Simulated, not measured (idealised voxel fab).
Process module under the name voxel wiring stack
cross-section cut | 205 nm wide | cells 5 nm
In what follows, cross-sections appear as grids of square cells, described through bands that run from the top down, where every band is one or more rows of cells.
Band: top height; bottom height; in nm. Then, left to right: material with width in nm, for each material. "full width": a single material spanning edge to edge. "empty": empty space.
Ref level 0: as-received wafer is one material below here. Bottom band extends down with no lower bound ("0 down").
Think of "30 to 40" as a width that walks from the first number to the second as you go down the band, top row to bottom row, taking equal-sized steps from row to row.
No cell of the cross-section changed in a step that is given as "left unchanged".
Basically, "Closed internal voids" tells you about the enclosed voids: empty spaces with no open way to the top, 8 cells or bigger, each written width x height at distance, where distance is from the left edge, all in nm.
The remark found on a step's line after its settings is issued by the simulator itself and pertains to that step.
Steps that use a mask can have "overlay nm" on their line. It says how far the mask sat to the right of where it was meant to be. Negative means to the left.
Each pair of cross-sections that follows straddles one process step: the one shows the state before the step, the other the state after it, down to the lowest band that changed and no further. The step in question, and its settings, are given under the pair. Note that a pair is not necessarily a continuation of the pair above it, since pairs can come from different runs of this module on the same starting wafer; it is a continuation only where its entry headed "Status quo ante" says so.
## Status quo ante
    0 down = Si full width
    Closed internal voids: none
## Post-Step Appearance
    15 to 0 = SiO2 full width
    No changes below 0.
    Closed internal voids: none
Upper to lower cross-section via CONFORMAL_DEP | material SiO2 | thk nm 15
Status quo ante: identical to the post-step cross-section of the immediately preceding pair.
## Post-Step Appearance
    20 to 15 = TiN full width
    No changes below 15.
    Closed internal voids: none
Upper to lower cross-section via DIRECTIONAL_DEP | material TiN | thk nm 5
Status quo ante: identical to the post-step cross-section of the immediately preceding pair.
## Post-Step Appearance
    40 to 20 = W full width
    No changes below 20.
    Closed internal voids: none
Upper to lower cross-section via DIRECTIONAL_DEP | material W | thk nm 20
Status quo ante: identical to the post-step cross-section of the immediately preceding pair.
## Post-Step Appearance
    50 to 40 = aC full width
    No changes below 40.
    Closed internal voids: none
Upper to lower cross-section via DIRECTIONAL_DEP | material aC | thk nm 10
Status quo ante: identical to the post-step cross-section of the immediately preceding pair.
## Post-Step Appearance
    80 to 50 = empty (40), then resist (20), then empty (15), then resist (20), then empty (15), then resist (20), then empty (15), then resist (20), then empty (40)
    No changes below 50.
    Closed internal voids: none
Upper to lower cross-section via PATTERN | tone cover | mask id METAL_1 | material resist | width nm 20 | pitch nm 35 | thk nm 30 | overlay nm 0
Status quo ante: identical to the post-step cross-section of the immediately preceding pair.
## Post-Step Appearance
    70 to 50 = empty (40), then resist (20), then empty (15), then resist (20), then empty (15), then resist (20), then empty (15), then resist (20), then empty (40)
    50 to 40 = empty (40), then aC (20), then empty (15), then aC (20), then empty (15), then aC (20), then empty (15), then aC (20), then empty (40)
    No changes below 40.
    Closed internal voids: none
Upper to lower cross-section via DIRECTIONAL_ETCH | etch materials aC | depth nm 10
Status quo ante: identical to the post-step cross-section of the immediately preceding pair.
## Post-Step Appearance
    50 to 40 = empty (40), then aC (20), then empty (15), then aC (20), then empty (15), then aC (20), then empty (15), then aC (20), then empty (40)
    No changes below 40.
    Closed internal voids: none
Upper to lower cross-section via STRIP | etch materials resist
Status quo ante: identical to the post-step cross-section of the immediately preceding pair.
## Post-Step Appearance
    50 to 40 = empty (40), then aC (20), then empty (15), then aC (20), then empty (15), then aC (20), then empty (15), then aC (20), then empty (40)
    40 to 20 = empty (40), then W (20), then empty (15), then W (20), then empty (15), then W (20), then empty (15), then W (20), then empty (40)
    No changes below 20.
    Closed internal voids: none
Upper to lower cross-section via DIRECTIONAL_ETCH | etch materials W | depth nm 20
Status quo ante: identical to the post-step cross-section of the immediately preceding pair.
## Post-Step Appearance
    50 to 40 = empty (40), then aC (20), then empty (15), then aC (20), then empty (15), then aC (20), then empty (15), then aC (20), then empty (40)
    40 to 20 = empty (40), then W (20), then empty (15), then W (20), then empty (15), then W (20), then empty (15), then W (20), then empty (40)
    20 to 15 = empty (40), then TiN (20), then empty (15), then TiN (20), then empty (15), then TiN (20), then empty (15), then TiN (20), then empty (40)
    No changes below 15.
    Closed internal voids: none
Upper to lower cross-section via DIRECTIONAL_ETCH | etch materials TiN | depth nm 5
Status quo ante: identical to the post-step cross-section of the immediately preceding pair.
## Post-Step Appearance
    40 to 20 = empty (40), then W (20), then empty (15), then W (20), then empty (15), then W (20), then empty (15), then W (20), then empty (40)
    No changes below 20.
    Closed internal voids: none
Upper to lower cross-section via STRIP | etch materials aC
Status quo ante: identical to the post-step cross-section of the immediately preceding pair.
## Post-Step Appearance
    45 to 40 = empty (35), then SiN (30), then empty (5), then SiN (30), then empty (5), then SiN (30), then empty (5), then SiN (30), then empty (35)
    40 to 20 = empty (35), then SiN (5), then W (20), then SiN (5), then empty (5), then SiN (5), then W (20), then SiN (5), then empty (5), then SiN (5), then W (20), then SiN (5), then empty (5), then SiN (5), then W (20), then SiN (5), then empty (35)
    20 to 15 = SiN (40), then TiN (20), then SiN (15), then TiN (20), then SiN (15), then TiN (20), then SiN (15), then TiN (20), then SiN (40)
    No changes below 15.
    Closed internal voids: none
Upper to lower cross-section via CONFORMAL_DEP | material SiN | thk nm 5
Status quo ante: identical to the post-step cross-section of the immediately preceding pair.
## Post-Step Appearance
    50 to 45 = SiO2 full width
    45 to 40 = SiO2 (35), then SiN (30), then SiO2 (5), then SiN (30), then SiO2 (5), then SiN (30), then SiO2 (5), then SiN (30), then SiO2 (35)
    40 to 20 = SiO2 (35), then SiN (5), then W (20), then SiN (5), then SiO2 (5), then SiN (5), then W (20), then SiN (5), then SiO2 (5), then SiN (5), then W (20), then SiN (5), then SiO2 (5), then SiN (5), then W (20), then SiN (5), then SiO2 (35)
    No changes below 20.
    Closed internal voids: none
Upper to lower cross-section via FILL_DEP | material SiO2 | thk nm 5
Status quo ante: identical to the post-step cross-section of the immediately preceding pair.
## Post-Step Appearance
    40 to 20 = SiO2 (35), then SiN (5), then W (20), then SiN (5), then SiO2 (5), then SiN (5), then W (20), then SiN (5), then SiO2 (5), then SiN (5), then W (20), then SiN (5), then SiO2 (5), then SiN (5), then W (20), then SiN (5), then SiO2 (35)
    No changes below 20.
    Closed internal voids: none
Upper to lower cross-section via CMP | height nm 40
Status quo ante: identical to the post-step cross-section of the immediately preceding pair.
## Post-Step Appearance
    45 to 40 = SiCN full width
    No changes below 40.
    Closed internal voids: none
Upper to lower cross-section via CONFORMAL_DEP | material SiCN | thk nm 5
Status quo ante: identical to the post-step cross-section of the immediately preceding pair.
## Post-Step Appearance
    75 to 45 = lowk full width
    No changes below 45.
    Closed internal voids: none
Upper to lower cross-section via DIRECTIONAL_DEP | material lowk | thk nm 30
Status quo ante: identical to the post-step cross-section of the immediately preceding pair.
## Post-Step Appearance
    75 to 45 = lowk (40), then empty (15), then lowk (55), then empty (15), then lowk (80)
    No changes below 45.
    Closed internal voids: none
Upper to lower cross-section via MASKED_ETCH | tone open | mask id METAL_2_HOLES | width nm 15 | pitch nm 70 | etch materials lowk | depth nm 30 | overlay nm 0
Status quo ante: identical to the post-step cross-section of the immediately preceding pair.
## Post-Step Appearance
    95 to 75 = resist (40), then empty (20), then resist (15), then empty (20), then resist (15), then empty (20), then resist (15), then empty (20), then resist (40)
    No changes below 75.
    Closed internal voids: none
Upper to lower cross-section via PATTERN | tone open | mask id METAL_2 | material resist | width nm 20 | pitch nm 35 | thk nm 20 | overlay nm 0
Status quo ante: identical to the post-step cross-section of the immediately preceding pair.
## Post-Step Appearance
    95 to 75 = resist (40), then empty (20), then resist (15), then empty (20), then resist (15), then empty (20), then resist (15), then empty (20), then resist (40)
    75 to 60 = lowk (40), then empty (20), then lowk (15), then empty (20), then lowk (15), then empty (20), then lowk (15), then empty (20), then lowk (40)
    No changes below 60.
    Closed internal voids: none
Upper to lower cross-section via DIRECTIONAL_ETCH | etch materials lowk | depth nm 15
Status quo ante: identical to the post-step cross-section of the immediately preceding pair.
## Post-Step Appearance
    95 to 75 = resist (40), then empty (20), then resist (15), then empty (20), then resist (15), then empty (20), then resist (15), then empty (20), then resist (40)
    75 to 60 = lowk (40), then empty (20), then lowk (15), then empty (20), then lowk (15), then empty (20), then lowk (15), then empty (20), then lowk (40)
    60 to 45 = lowk (40), then empty (15), then lowk (55), then empty (15), then lowk (80)
    45 to 40 = SiCN (40), then empty (15), then SiCN (55), then empty (15), then SiCN (80)
    No changes below 40.
    Closed internal voids: none
Upper to lower cross-section via DIRECTIONAL_ETCH | etch materials SiCN | depth nm 5
Status quo ante: identical to the post-step cross-section of the immediately preceding pair.
## Post-Step Appearance
    75 to 60 = lowk (40), then empty (20), then lowk (15), then empty (20), then lowk (15), then empty (20), then lowk (15), then empty (20), then lowk (40)
    No changes below 60.
    Closed internal voids: none
Upper to lower cross-section via STRIP | etch materials resist
Status quo ante: identical to the post-step cross-section of the immediately preceding pair.
## Post-Step Appearance
    80 to 75 = TiN (45), then empty (10), then TiN (25), then empty (10), then TiN (25), then empty (10), then TiN (25), then empty (10), then TiN (45)
    75 to 65 = lowk (40), then TiN (5), then empty (10), then TiN (5), then lowk (15), then TiN (5), then empty (10), then TiN (5), then lowk (15), then TiN (5), then empty (10), then TiN (5), then lowk (15), then TiN (5), then empty (10), then TiN (5), then lowk (40)
    65 to 60 = lowk (40), then TiN (5), then empty (5), then TiN (10), then lowk (15), then TiN (20), then lowk (15), then TiN (5), then empty (5), then TiN (10), then lowk (15), then TiN (20), then lowk (40)
    60 to 45 = lowk (40), then TiN (5), then empty (5), then TiN (5), then lowk (55), then TiN (5), then empty (5), then TiN (5), then lowk (80)
    45 to 40 = SiCN (40), then TiN (15), then SiCN (55), then TiN (15), then SiCN (80)
    No changes below 40.
    Closed internal voids: none
Upper to lower cross-section via CONFORMAL_DEP | material TiN | thk nm 5
Status quo ante: identical to the post-step cross-section of the immediately preceding pair.
## Post-Step Appearance
    85 to 80 = Ru full width
    80 to 75 = TiN (45), then Ru (10), then TiN (25), then Ru (10), then TiN (25), then Ru (10), then TiN (25), then Ru (10), then TiN (45)
    75 to 65 = lowk (40), then TiN (5), then Ru (10), then TiN (5), then lowk (15), then TiN (5), then Ru (10), then TiN (5), then lowk (15), then TiN (5), then Ru (10), then TiN (5), then lowk (15), then TiN (5), then Ru (10), then TiN (5), then lowk (40)
    65 to 60 = lowk (40), then TiN (5), then Ru (5), then TiN (10), then lowk (15), then TiN (20), then lowk (15), then TiN (5), then Ru (5), then TiN (10), then lowk (15), then TiN (20), then lowk (40)
    60 to 45 = lowk (40), then TiN (5), then Ru (5), then TiN (5), then lowk (55), then TiN (5), then Ru (5), then TiN (5), then lowk (80)
    No changes below 45.
    Closed internal voids: none
Upper to lower cross-section via FILL_DEP | material Ru | thk nm 5
Status quo ante: identical to the post-step cross-section of the immediately preceding pair.
## Post-Step Appearance
    75 to 65 = lowk (40), then TiN (5), then Ru (10), then TiN (5), then lowk (15), then TiN (5), then Ru (10), then TiN (5), then lowk (15), then TiN (5), then Ru (10), then TiN (5), then lowk (15), then TiN (5), then Ru (10), then TiN (5), then lowk (40)
    No changes below 65.
    Closed internal voids: none
Upper to lower cross-section via CMP | height nm 75
Status quo ante: identical to the post-step cross-section of the immediately preceding pair.
## Post-Step Appearance
    80 to 75 = SiCN full width
    No changes below 75.
    Closed internal voids: none
Upper to lower cross-section via CONFORMAL_DEP | material SiCN | thk nm 5
Status quo ante: identical to the post-step cross-section of the immediately preceding pair.
## Post-Step Appearance
    115 to 80 = SiO2 full width
    No changes below 80.
    Closed internal voids: none
Upper to lower cross-section via DIRECTIONAL_DEP | material SiO2 | thk nm 35
Status quo ante: identical to the post-step cross-section of the immediately preceding pair.
## Post-Step Appearance
    130 to 115 = aC full width
    No changes below 115.
    Closed internal voids: none
Upper to lower cross-section via DIRECTIONAL_DEP | material aC | thk nm 15
Status quo ante: identical to the post-step cross-section of the immediately preceding pair.
## Post-Step Appearance
    160 to 130 = resist (40), then empty (20), then resist (15), then empty (20), then resist (15), then empty (20), then resist (15), then empty (20), then resist (40)
    No changes below 130.
    Closed internal voids: none
Upper to lower cross-section via PATTERN | tone open | mask id METAL_3 | material resist | width nm 20 | pitch nm 35 | thk nm 30 | overlay nm 0
Status quo ante: identical to the post-step cross-section of the immediately preceding pair.
## Post-Step Appearance
    145 to 130 = resist (40), then empty (20), then resist (15), then empty (20), then resist (15), then empty (20), then resist (15), then empty (20), then resist (40)
    130 to 115 = aC (40), then empty (20), then aC (15), then empty (20), then aC (15), then empty (20), then aC (15), then empty (20), then aC (40)
    No changes below 115.
    Closed internal voids: none
Upper to lower cross-section via DIRECTIONAL_ETCH | etch materials aC | depth nm 15
Status quo ante: identical to the post-step cross-section of the immediately preceding pair.
## Post-Step Appearance
    130 to 115 = aC (40), then empty (20), then aC (15), then empty (20), then aC (15), then empty (20), then aC (15), then empty (20), then aC (40)
    No changes below 115.
    Closed internal voids: none
Upper to lower cross-section via STRIP | etch materials resist
Status quo ante: identical to the post-step cross-section of the immediately preceding pair.
## Post-Step Appearance
    130 to 115 = aC (40), then empty (20), then aC (15), then empty (20), then aC (15), then empty (20), then aC (15), then empty (20), then aC (40)
    115 to 95 = SiO2 (40), then empty (20), then SiO2 (15), then empty (20), then SiO2 (15), then empty (20), then SiO2 (15), then empty (20), then SiO2 (40)
    No changes below 95.
    Closed internal voids: none
Upper to lower cross-section via DIRECTIONAL_ETCH | etch materials SiO2 | depth nm 20
Status quo ante: identical to the post-step cross-section of the immediately preceding pair.
## Post-Step Appearance
    115 to 95 = SiO2 (40), then empty (20), then SiO2 (15), then empty (20), then SiO2 (15), then empty (20), then SiO2 (15), then empty (20), then SiO2 (40)
    No changes below 95.
    Closed internal voids: none
Upper to lower cross-section via STRIP | etch materials aC
Status quo ante: identical to the post-step cross-section of the immediately preceding pair.
## Post-Step Appearance
    115 to 95 = SiO2 (40), then empty (20), then SiO2 (15), then empty (20), then SiO2 (15), then empty (20), then SiO2 (15), then empty (20), then SiO2 (40)
    95 to 80 = SiO2 (40), then empty (15), then SiO2 (55), then empty (15), then SiO2 (80)
    No changes below 80.
    Closed internal voids: none
Upper to lower cross-section via MASKED_ETCH | tone open | mask id METAL_3_HOLES | width nm 15 | pitch nm 70 | etch materials SiO2 | depth nm 15 | overlay nm 0
Status quo ante: identical to the post-step cross-section of the immediately preceding pair.
## Post-Step Appearance
    115 to 95 = SiO2 (40), then empty (20), then SiO2 (15), then empty (20), then SiO2 (15), then empty (20), then SiO2 (15), then empty (20), then SiO2 (40)
    95 to 80 = SiO2 (40), then empty (15), then SiO2 (55), then empty (15), then SiO2 (80)
    80 to 75 = SiCN (40), then empty (15), then SiCN (55), then empty (15), then SiCN (80)
    No changes below 75.
    Closed internal voids: none
Upper to lower cross-section via MASKED_ETCH | tone open | mask id METAL_3_HOLES | width nm 15 | pitch nm 70 | etch materials SiCN | depth nm 5 | overlay nm 0
Status quo ante: identical to the post-step cross-section of the immediately preceding pair.
## Post-Step Appearance
    120 to 115 = TiN (45), then empty (10), then TiN (25), then empty (10), then TiN (25), then empty (10), then TiN (25), then empty (10), then TiN (45)
    115 to 100 = SiO2 (40), then TiN (5), then empty (10), then TiN (5), then SiO2 (15), then TiN (5), then empty (10), then TiN (5), then SiO2 (15), then TiN (5), then empty (10), then TiN (5), then SiO2 (15), then TiN (5), then empty (10), then TiN (5), then SiO2 (40)
    100 to 95 = SiO2 (40), then TiN (5), then empty (5), then TiN (10), then SiO2 (15), then TiN (20), then SiO2 (15), then TiN (5), then empty (5), then TiN (10), then SiO2 (15), then TiN (20), then SiO2 (40)
    95 to 80 = SiO2 (40), then TiN (5), then empty (5), then TiN (5), then SiO2 (55), then TiN (5), then empty (5), then TiN (5), then SiO2 (80)
    80 to 75 = SiCN (40), then TiN (15), then SiCN (55), then TiN (15), then SiCN (80)
    No changes below 75.
    Closed internal voids: none
Upper to lower cross-section via CONFORMAL_DEP | material TiN | thk nm 5
Status quo ante: identical to the post-step cross-section of the immediately preceding pair.
## Post-Step Appearance
    125 to 120 = Ru full width
    120 to 115 = TiN (45), then Ru (10), then TiN (25), then Ru (10), then TiN (25), then Ru (10), then TiN (25), then Ru (10), then TiN (45)
    115 to 100 = SiO2 (40), then TiN (5), then Ru (10), then TiN (5), then SiO2 (15), then TiN (5), then Ru (10), then TiN (5), then SiO2 (15), then TiN (5), then Ru (10), then TiN (5), then SiO2 (15), then TiN (5), then Ru (10), then TiN (5), then SiO2 (40)
    100 to 95 = SiO2 (40), then TiN (5), then Ru (5), then TiN (10), then SiO2 (15), then TiN (20), then SiO2 (15), then TiN (5), then Ru (5), then TiN (10), then SiO2 (15), then TiN (20), then SiO2 (40)
    95 to 80 = SiO2 (40), then TiN (5), then Ru (5), then TiN (5), then SiO2 (55), then TiN (5), then Ru (5), then TiN (5), then SiO2 (80)
    No changes below 80.
    Closed internal voids: none
Upper to lower cross-section via FILL_DEP | material Ru | thk nm 5
Status quo ante: identical to the post-step cross-section of the immediately preceding pair.
## Post-Step Appearance
    115 to 100 = SiO2 (40), then TiN (5), then Ru (10), then TiN (5), then SiO2 (15), then TiN (5), then Ru (10), then TiN (5), then SiO2 (15), then TiN (5), then Ru (10), then TiN (5), then SiO2 (15), then TiN (5), then Ru (10), then TiN (5), then SiO2 (40)
    No changes below 100.
    Closed internal voids: none
Upper to lower cross-section via CMP | height nm 115
Status quo ante: identical to the post-step cross-section of the immediately preceding pair.
## Post-Step Appearance
    120 to 115 = SiCN full width
    No changes below 115.
    Closed internal voids: none
Upper to lower cross-section via CONFORMAL_DEP | material SiCN | thk nm 5
Status quo ante: identical to the post-step cross-section of the immediately preceding pair.
## Post-Step Appearance
    155 to 120 = SiO2 full width
    No changes below 120.
    Closed internal voids: none
Upper to lower cross-section via DIRECTIONAL_DEP | material SiO2 | thk nm 35
Status quo ante: identical to the post-step cross-section of the immediately preceding pair.
## Post-Step Appearance
    165 to 155 = aC full width
    No changes below 155.
    Closed internal voids: none
Upper to lower cross-section via DIRECTIONAL_DEP | material aC | thk nm 10
Status quo ante: identical to the post-step cross-section of the immediately preceding pair.
## Post-Step Appearance
    190 to 165 = resist (40), then empty (20), then resist (15), then empty (20), then resist (15), then empty (20), then resist (15), then empty (20), then resist (40)
    No changes below 165.
    Closed internal voids: none
Upper to lower cross-section via PATTERN | tone open | mask id METAL_4 | material resist | width nm 20 | pitch nm 35 | thk nm 25 | overlay nm 0
Status quo ante: identical to the post-step cross-section of the immediately preceding pair.
## Post-Step Appearance
    180 to 165 = resist (40), then empty (20), then resist (15), then empty (20), then resist (15), then empty (20), then resist (15), then empty (20), then resist (40)
    165 to 155 = aC (40), then empty (20), then aC (15), then empty (20), then aC (15), then empty (20), then aC (15), then empty (20), then aC (40)
    No changes below 155.
    Closed internal voids: none
Upper to lower cross-section via DIRECTIONAL_ETCH | etch materials aC | depth nm 10
Status quo ante: identical to the post-step cross-section of the immediately preceding pair.
## Post-Step Appearance
    165 to 155 = aC (40), then empty (20), then aC (15), then empty (20), then aC (15), then empty (20), then aC (15), then empty (20), then aC (40)
    No changes below 155.
    Closed internal voids: none
Upper to lower cross-section via STRIP | etch materials resist
Status quo ante: identical to the post-step cross-section of the immediately preceding pair.
## Post-Step Appearance
    165 to 155 = aC (40), then empty (20), then aC (15), then empty (20), then aC (15), then empty (20), then aC (15), then empty (20), then aC (40)
    155 to 135 = SiO2 (40), then empty (20), then SiO2 (15), then empty (20), then SiO2 (15), then empty (20), then SiO2 (15), then empty (20), then SiO2 (40)
    No changes below 135.
    Closed internal voids: none
Upper to lower cross-section via DIRECTIONAL_ETCH | etch materials SiO2 | depth nm 20
Status quo ante: identical to the post-step cross-section of the immediately preceding pair.
## Post-Step Appearance
    155 to 135 = SiO2 (40), then empty (20), then SiO2 (15), then empty (20), then SiO2 (15), then empty (20), then SiO2 (15), then empty (20), then SiO2 (40)
    No changes below 135.
    Closed internal voids: none
Upper to lower cross-section via STRIP | etch materials aC
Status quo ante: identical to the post-step cross-section of the immediately preceding pair.
## Post-Step Appearance
    175 to 155 = resist (40), then empty (15), then resist (55), then empty (15), then resist (80)
    155 to 135 = SiO2 (40), then empty (15), then resist (5), then SiO2 (15), then resist (20), then SiO2 (15), then empty (15), then resist (5), then SiO2 (15), then resist (20), then SiO2 (40)
    No changes below 135.
    Closed internal voids: none
Upper to lower cross-section via PATTERN | tone open | mask id METAL_4_HOLES | material resist | width nm 15 | pitch nm 70 | thk nm 20 | overlay nm 0
Status quo ante: identical to the post-step cross-section of the immediately preceding pair.
## Post-Step Appearance
    175 to 155 = resist (40), then empty (15), then resist (55), then empty (15), then resist (80)
    155 to 135 = SiO2 (40), then empty (15), then resist (5), then SiO2 (15), then resist (20), then SiO2 (15), then empty (15), then resist (5), then SiO2 (15), then resist (20), then SiO2 (40)
    135 to 120 = SiO2 (40), then empty (15), then SiO2 (55), then empty (15), then SiO2 (80)
    No changes below 120.
    Closed internal voids: none
Upper to lower cross-section via DIRECTIONAL_ETCH | etch materials SiO2 | depth nm 15
Status quo ante: identical to the post-step cross-section of the immediately preceding pair.
## Post-Step Appearance
    175 to 155 = resist (40), then empty (15), then resist (55), then empty (15), then resist (80)
    155 to 135 = SiO2 (40), then empty (15), then resist (5), then SiO2 (15), then resist (20), then SiO2 (15), then empty (15), then resist (5), then SiO2 (15), then resist (20), then SiO2 (40)
    135 to 120 = SiO2 (40), then empty (15), then SiO2 (55), then empty (15), then SiO2 (80)
    120 to 115 = SiCN (40), then empty (15), then SiCN (55), then empty (15), then SiCN (80)
    No changes below 115.
    Closed internal voids: none
Upper to lower cross-section via DIRECTIONAL_ETCH | etch materials SiCN | depth nm 5
Status quo ante: identical to the post-step cross-section of the immediately preceding pair.
## Post-Step Appearance
    155 to 135 = SiO2 (40), then empty (20), then SiO2 (15), then empty (20), then SiO2 (15), then empty (20), then SiO2 (15), then empty (20), then SiO2 (40)
    No changes below 135.
    Closed internal voids: none
Upper to lower cross-section via STRIP | etch materials resist
Status quo ante: identical to the post-step cross-section of the immediately preceding pair.
## Post-Step Appearance
    160 to 155 = TiN (45), then empty (10), then TiN (25), then empty (10), then TiN (25), then empty (10), then TiN (25), then empty (10), then TiN (45)
    155 to 140 = SiO2 (40), then TiN (5), then empty (10), then TiN (5), then SiO2 (15), then TiN (5), then empty (10), then TiN (5), then SiO2 (15), then TiN (5), then empty (10), then TiN (5), then SiO2 (15), then TiN (5), then empty (10), then TiN (5), then SiO2 (40)
    140 to 135 = SiO2 (40), then TiN (5), then empty (5), then TiN (10), then SiO2 (15), then TiN (20), then SiO2 (15), then TiN (5), then empty (5), then TiN (10), then SiO2 (15), then TiN (20), then SiO2 (40)
    135 to 120 = SiO2 (40), then TiN (5), then empty (5), then TiN (5), then SiO2 (55), then TiN (5), then empty (5), then TiN (5), then SiO2 (80)
    120 to 115 = SiCN (40), then TiN (15), then SiCN (55), then TiN (15), then SiCN (80)
    No changes below 115.
    Closed internal voids: none
Upper to lower cross-section via CONFORMAL_DEP | material TiN | thk nm 5
Status quo ante: identical to the post-step cross-section of the immediately preceding pair.
## Post-Step Appearance
    170 to 160 = Cu full width
    160 to 155 = TiN (45), then Cu (10), then TiN (25), then Cu (10), then TiN (25), then Cu (10), then TiN (25), then Cu (10), then TiN (45)
    155 to 140 = SiO2 (40), then TiN (5), then Cu (10), then TiN (5), then SiO2 (15), then TiN (5), then Cu (10), then TiN (5), then SiO2 (15), then TiN (5), then Cu (10), then TiN (5), then SiO2 (15), then TiN (5), then Cu (10), then TiN (5), then SiO2 (40)
    140 to 135 = SiO2 (40), then TiN (5), then Cu (5), then TiN (10), then SiO2 (15), then TiN (20), then SiO2 (15), then TiN (5), then Cu (5), then TiN (10), then SiO2 (15), then TiN (20), then SiO2 (40)
    135 to 120 = SiO2 (40), then TiN (5), then Cu (5), then TiN (5), then SiO2 (55), then TiN (5), then Cu (5), then TiN (5), then SiO2 (80)
    No changes below 120.
    Closed internal voids: none
Upper to lower cross-section via FILL_DEP | material Cu | thk nm 10
Status quo ante: identical to the post-step cross-section of the immediately preceding pair.
## Post-Step Appearance
    155 to 140 = SiO2 (40), then TiN (5), then Cu (10), then TiN (5), then SiO2 (15), then TiN (5), then Cu (10), then TiN (5), then SiO2 (15), then TiN (5), then Cu (10), then TiN (5), then SiO2 (15), then TiN (5), then Cu (10), then TiN (5), then SiO2 (40)
    No changes below 140.
    Closed internal voids: none
Upper to lower cross-section via CMP | height nm 155
Status quo ante: identical to the post-step cross-section of the immediately preceding pair.
## Post-Step Appearance
    160 to 155 = SiCN full width
    No changes below 155.
    Closed internal voids: none
Upper to lower cross-section via CONFORMAL_DEP | material SiCN | thk nm 5
## Status quo ante
    15 to 0 = SiO2 full width
    0 down = Si full width
    Closed internal voids: none
## Post-Step Appearance
    35 to 15 = W full width
    No changes below 15.
    Closed internal voids: none
Upper to lower cross-section via DIRECTIONAL_DEP | material W | thk nm 20
Status quo ante: identical to the post-step cross-section of the immediately preceding pair.
## Post-Step Appearance
    45 to 35 = aC full width
    No changes below 35.
    Closed internal voids: none
Upper to lower cross-section via DIRECTIONAL_DEP | material aC | thk nm 10
Status quo ante: identical to the post-step cross-section of the immediately preceding pair.
## Post-Step Appearance
    75 to 45 = empty (40), then resist (20), then empty (15), then resist (20), then empty (15), then resist (20), then empty (15), then resist (20), then empty (40)
    No changes below 45.
    Closed internal voids: none
Upper to lower cross-section via PATTERN | tone cover | mask id METAL_1 | material resist | width nm 20 | pitch nm 35 | thk nm 30 | overlay nm 0
Status quo ante: identical to the post-step cross-section of the immediately preceding pair.
## Post-Step Appearance
    65 to 45 = empty (40), then resist (20), then empty (15), then resist (20), then empty (15), then resist (20), then empty (15), then resist (20), then empty (40)
    45 to 35 = empty (40), then aC (20), then empty (15), then aC (20), then empty (15), then aC (20), then empty (15), then aC (20), then empty (40)
    No changes below 35.
    Closed internal voids: none
Upper to lower cross-section via DIRECTIONAL_ETCH | etch materials aC | depth nm 10
Status quo ante: identical to the post-step cross-section of the immediately preceding pair.
## Post-Step Appearance
    45 to 35 = empty (40), then aC (20), then empty (15), then aC (20), then empty (15), then aC (20), then empty (15), then aC (20), then empty (40)
    No changes below 35.
    Closed internal voids: none
Upper to lower cross-section via STRIP | etch materials resist
Status quo ante: identical to the post-step cross-section of the immediately preceding pair.
## Post-Step Appearance
    45 to 35 = empty (40), then aC (20), then empty (15), then aC (20), then empty (15), then aC (20), then empty (15), then aC (20), then empty (40)
    35 to 15 = empty (40), then W (20), then empty (15), then W (20), then empty (15), then W (20), then empty (15), then W (20), then empty (40)
    No changes below 15.
    Closed internal voids: none
Upper to lower cross-section via DIRECTIONAL_ETCH | etch materials W | depth nm 20
Status quo ante: identical to the post-step cross-section of the immediately preceding pair.
## Post-Step Appearance
    35 to 15 = empty (40), then W (20), then empty (15), then W (20), then empty (15), then W (20), then empty (15), then W (20), then empty (40)
    No changes below 15.
    Closed internal voids: none
Upper to lower cross-section via STRIP | etch materials aC
Status quo ante: identical to the post-step cross-section of the immediately preceding pair.
## Post-Step Appearance
    40 to 35 = empty (35), then SiN (30), then empty (5), then SiN (30), then empty (5), then SiN (30), then empty (5), then SiN (30), then empty (35)
    35 to 20 = empty (35), then SiN (5), then W (20), then SiN (5), then empty (5), then SiN (5), then W (20), then SiN (5), then empty (5), then SiN (5), then W (20), then SiN (5), then empty (5), then SiN (5), then W (20), then SiN (5), then empty (35)
    20 to 15 = SiN (40), then W (20), then SiN (15), then W (20), then SiN (15), then W (20), then SiN (15), then W (20), then SiN (40)
    No changes below 15.
    Closed internal voids: none
Upper to lower cross-section via CONFORMAL_DEP | material SiN | thk nm 5
Status quo ante: identical to the post-step cross-section of the immediately preceding pair.
## Post-Step Appearance
    45 to 40 = SiO2 full width
    40 to 35 = SiO2 (35), then SiN (30), then SiO2 (5), then SiN (30), then SiO2 (5), then SiN (30), then SiO2 (5), then SiN (30), then SiO2 (35)
    35 to 20 = SiO2 (35), then SiN (5), then W (20), then SiN (5), then SiO2 (5), then SiN (5), then W (20), then SiN (5), then SiO2 (5), then SiN (5), then W (20), then SiN (5), then SiO2 (5), then SiN (5), then W (20), then SiN (5), then SiO2 (35)
    No changes below 20.
    Closed internal voids: none
Upper to lower cross-section via FILL_DEP | material SiO2 | thk nm 5
Status quo ante: identical to the post-step cross-section of the immediately preceding pair.
## Post-Step Appearance
    40 to 35 = SiO2 (35), then SiN (30), then SiO2 (5), then SiN (30), then SiO2 (5), then SiN (30), then SiO2 (5), then SiN (30), then SiO2 (35)
    No changes below 35.
    Closed internal voids: none
Upper to lower cross-section via CMP | height nm 40
Status quo ante: identical to the post-step cross-section of the immediately preceding pair.
## Post-Step Appearance
    45 to 40 = SiCN full width
    No changes below 40.
    Closed internal voids: none
Upper to lower cross-section via CONFORMAL_DEP | material SiCN | thk nm 5
Status quo ante: identical to the post-step cross-section of the immediately preceding pair.
## Post-Step Appearance
    75 to 45 = lowk full width
    No changes below 45.
    Closed internal voids: none
Upper to lower cross-section via DIRECTIONAL_DEP | material lowk | thk nm 30
Status quo ante: identical to the post-step cross-section of the immediately preceding pair.
## Post-Step Appearance
    75 to 45 = lowk (40), then empty (15), then lowk (55), then empty (15), then lowk (80)
    No changes below 45.
    Closed internal voids: none
Upper to lower cross-section via MASKED_ETCH | tone open | mask id METAL_2_HOLES | width nm 15 | pitch nm 70 | etch materials lowk | depth nm 30 | overlay nm 0
Status quo ante: identical to the post-step cross-section of the immediately preceding pair.
## Post-Step Appearance
    95 to 75 = resist (40), then empty (20), then resist (15), then empty (20), then resist (15), then empty (20), then resist (15), then empty (20), then resist (40)
    No changes below 75.
    Closed internal voids: none
Upper to lower cross-section via PATTERN | tone open | mask id METAL_2 | material resist | width nm 20 | pitch nm 35 | thk nm 20 | overlay nm 0
Status quo ante: identical to the post-step cross-section of the immediately preceding pair.
## Post-Step Appearance
    95 to 75 = resist (40), then empty (20), then resist (15), then empty (20), then resist (15), then empty (20), then resist (15), then empty (20), then resist (40)
    75 to 60 = lowk (40), then empty (20), then lowk (15), then empty (20), then lowk (15), then empty (20), then lowk (15), then empty (20), then lowk (40)
    No changes below 60.
    Closed internal voids: none
Upper to lower cross-section via DIRECTIONAL_ETCH | etch materials lowk | depth nm 15
